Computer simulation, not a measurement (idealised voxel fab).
process module | voxel double patterning
cross-section cut | 300 nm wide | cells 5 nm
A cross-section is a grid of square cells, given in bands from the top down. A band is one or more rows of cells.
Each band's line starts with the height of the band's top and of its bottom, in nm. Then come its materials from left to right, each with its width in nm. One material with "throughout" fills the band from edge to edge. "air" is empty space.
Height 0 is the level under which the wafer as received is all one material. The lowest band goes on downwards, as in "0 down".
A width such as "30 to 40" changes by the same amount from each row of cells to the next, from the band's top row to its bottom row.
"no change" after a step means that no cell of the cross-section changed.
closed voids: empty space of 8 cells or more with no open way to the top, each as width x height at its distance from the left edge, in nm
after a step's settings: what the simulator itself notes on the step
overlay nm, on a step with a mask: how far to the right of its planned place the mask lay; to the left if negative
plan
1 op RECEIVE | material Si
2 op CONFORMAL_DEP | material SiO2 | thk nm 10
3 op DIRECTIONAL_DEP | material TiN | thk nm 15
4 op DIRECTIONAL_DEP | material SiCN | thk nm 5
5 op DIRECTIONAL_DEP | material aC | thk nm 10
6 op PATTERN | tone open | mask id FIRST | material resist | width nm 15 | pitch nm 50 | thk nm 30 | overlay nm 0
7 op DIRECTIONAL_ETCH | etch materials aC | depth nm 10
8 op STRIP | etch materials resist
9 op DIRECTIONAL_ETCH | etch materials SiCN | depth nm 5
10 op STRIP | etch materials aC
11 op MASKED_ETCH | tone open | mask id SECOND | width nm 15 | pitch nm 50 | etch materials SiCN | depth nm 5 | overlay nm 0
12 op DIRECTIONAL_ETCH | etch materials TiN | depth nm 15
13 op STRIP | etch materials SiCN
as received, after step 1
  0 down: Si throughout
  closed voids: none
a wafer at the end: this start, this plan, one mistake
  25 to 0: SiO2 throughout
  0 down: Si throughout
  closed voids: none
what went wrong: step 3 ran as: op DIRECTIONAL_DEP | material SiO2 | thk nm 15
